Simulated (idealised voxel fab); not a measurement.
process module | voxel quadruple lines
cross-section cut | 175 nm wide | cells 5 nm
A cross-section is a grid of square cells, given in bands from the top down. A band is one or more rows of cells.
Each band's line starts with the height of the band's top and of its bottom, in nm. Then come its materials from left to right, each with its width in nm. One material with "throughout" fills the band from edge to edge. "air" is empty space.
Height 0 is the level under which the wafer as received is all one material. The lowest band goes on downwards, as in "0 down".
A width such as "30 to 40" changes by the same amount from each row of cells to the next, from the band's top row to its bottom row.
"no change" after a step means that no cell of the cross-section changed.
closed voids: empty space of 8 cells or more with no open way to the top, each as width x height at its distance from the left edge, in nm
after a step's settings: what the simulator itself notes on the step
overlay nm, on a step with a mask: how far to the right of its planned place the mask lay; to the left if negative
plan
1 op RECEIVE | material Si
2 op CONFORMAL_DEP | material SiO2 | thk nm 5
3 op DIRECTIONAL_DEP | material TiN | thk nm 15
4 op DIRECTIONAL_DEP | material polySi | thk nm 15
5 op DIRECTIONAL_DEP | material aC | thk nm 20
6 op PATTERN | tone cover | mask id MANDREL | material resist | width nm 25 | thk nm 30 | overlay nm 0
7 op DIRECTIONAL_ETCH | etch materials aC | depth nm 20
8 op STRIP | etch materials resist
9 op CONFORMAL_DEP | material SiO2 | thk nm 15
10 op DIRECTIONAL_ETCH | etch materials SiO2 | depth nm 15
11 op STRIP | etch materials aC
12 op DIRECTIONAL_ETCH | etch materials polySi | depth nm 15
13 op STRIP | etch materials SiO2
14 op CONFORMAL_DEP | material SiCN | thk nm 10
15 op DIRECTIONAL_ETCH | etch materials SiCN | depth nm 10
16 op STRIP | etch materials polySi
17 op DIRECTIONAL_ETCH | etch materials TiN | depth nm 15
18 op STRIP | etch materials SiCN
19 op FILL_DEP | material SiO2 | thk nm 5
20 op CMP | height nm 20
varied across the wafers: width nm of step 6. The plan shows the first wafer's value. All wafers start alike
first wafer as received, after step 1
  0 down: Si throughout
  closed voids: none
each wafer at the end: cells of each material gained (+) or lost (-) since it was received, then its closed voids
width nm 25 | +116 SiO2 | +24 TiN | closed voids: none
width nm 30 | +116 SiO2 | +24 TiN | closed voids: none
width nm 35 | +116 SiO2 | +24 TiN | closed voids: none
width nm 40 | +116 SiO2 | +24 TiN | closed voids: none
width nm 45 | +116 SiO2 | +24 TiN | closed voids: none
width nm 50 | +116 SiO2 | +24 TiN | closed voids: none
